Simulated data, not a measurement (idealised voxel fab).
The name of this process module is voxel capacitor over wiring.
Shown is cross-section cut, with a width of 155 nm and square cells of size 5 nm.
How to read a cross-section here: the picture is a grid of square cells, written as bands going from the top down, and any band can span one or more rows of cells.
The entry gives the band's vertical extent as a top height and a bottom height in nm, then its horizontal make-up as materials from left to right, each with a width in nm. "air" stands for empty space; a single material marked "edge to edge" fills the band edge to edge.
Height datum 0, below which the as-received substrate wafer is one material. Lowest band open at the bottom, running downward: "0 -> down".
Think of "30->40" as a width that walks from the first number to the second as you go down the band, top row to bottom row, taking equal-sized steps from row to row.
"nothing got changed" for a step: no cell of the cross-section changed in that step.
You'll see "Closed void listing" listing empty spaces that have no way open to the top, as long as they're 8 cells or more; the notation is width x height at distance, where the distance is from the left edge, and all of it is in nm.
Past the settings on a step's line: simulator remark, on that step.
The setting "overlay nm" may be written on the line of a step. When the step uses a mask, the value reports how far to the right of the planned place the mask lay, and a negative value reports that it lay to the left.

[Listed below are the process steps as planned]
1 RECEIVE with material Si
2 CONFORMAL_DEP with material SiO2, thk nm 15
3 CONFORMAL_DEP with material SiN, thk nm 5
4 DIRECTIONAL_DEP with material SiO2, thk nm 15
5 PATTERN with tone open, mask id METAL_1, material resist, width nm 30, pitch nm 85, thk nm 20, overlay nm 0
6 DIRECTIONAL_ETCH with etch materials SiO2, depth nm 15
7 DIRECTIONAL_ETCH with etch materials SiN, depth nm 5
8 STRIP with etch materials resist
9 CONFORMAL_DEP with material TiN, thk nm 5
10 FILL_DEP with material W, thk nm 10
11 CMP with height nm 35
12 CONFORMAL_DEP with material SiCN, thk nm 5
13 DIRECTIONAL_DEP with material SiO2, thk nm 10
14 DIRECTIONAL_DEP with material aC, thk nm 15
15 PATTERN with tone open, mask id PLUG_1, material resist, width nm 15, thk nm 30, overlay nm 0
16 DIRECTIONAL_ETCH with etch materials aC, depth nm 15
17 STRIP with etch materials resist
18 DIRECTIONAL_ETCH with etch materials SiO2, depth nm 10
19 DIRECTIONAL_ETCH with etch materials SiCN, depth nm 5
20 STRIP with etch materials aC
21 EPI with material Ru, thk nm 10
22 EPI with material Ru, thk nm 5
23 DIRECTIONAL_DEP with material TiN, thk nm 10
24 DIRECTIONAL_DEP with material Al2O3, thk nm 5
25 DIRECTIONAL_DEP with material TiN, thk nm 5
26 MASKED_ETCH with tone cover, mask id UPPER_PLATE, width nm 60, etch materials TiN, depth nm 5, overlay nm 0
27 MASKED_ETCH with tone cover, mask id UPPER_PLATE, width nm 60, etch materials Al2O3, depth nm 5, overlay nm 0
28 PATTERN with tone cover, mask id LOWER_PLATE, material resist, width nm 70, thk nm 20, overlay nm 0
29 DIRECTIONAL_ETCH with etch materials TiN, depth nm 10
30 STRIP with etch materials resist
31 FILL_DEP with material SiO2, thk nm 20
32 CMP with height nm 85
33 PATTERN with tone open, mask id PLUG_2, material resist, width nm 15, thk nm 15, overlay nm 0
34 DIRECTIONAL_ETCH with etch materials SiO2, depth nm 15
35 STRIP with etch materials resist
36 CONFORMAL_DEP with material TiN, thk nm 5
37 FILL_DEP with material Ru, thk nm 5
38 CMP with height nm 85
39 CONFORMAL_DEP with material SiCN, thk nm 5

[as received, after step 1]
- 0 -> down: Si edge to edge
- Closed void listing: none

[Look at the cross-section after the module: the wafer started out the way shown above and the plan was the one shown above, yet one mistake was made along the way]
- 85 -> 80: SiCN edge to edge
- 80 -> 75: SiO2 45 | TiN 5 | Ru 5 | TiN 5 | SiO2 95
- 75 -> 65: SiO2 45->35 | TiN 15->60 | SiO2 95->60
- 65 -> 60: SiO2 35 | Al2O3 60 | SiO2 60
- 60 -> 50: SiO2 30 | TiN 70 | SiO2 55
- 50 -> 40: SiO2 35 | Ru 15 | SiO2 105
- 40 -> 35: SiCN 35 | Ru 15 | SiCN 105
- 35 -> 20: SiO2 20 | TiN 5 | W 20 | TiN 5 | SiO2 55 | TiN 5 | W 20 | TiN 5 | SiO2 20
- 20 -> 15: SiN 20 | TiN 30 | SiN 55 | TiN 30 | SiN 20
- 15 -> 0: SiO2 edge to edge
- 0 -> down: Si edge to edge
- Closed void listing: none
What broke from the plan during processing? rather than as planned, step 38 actually ran as CMP with height nm 80
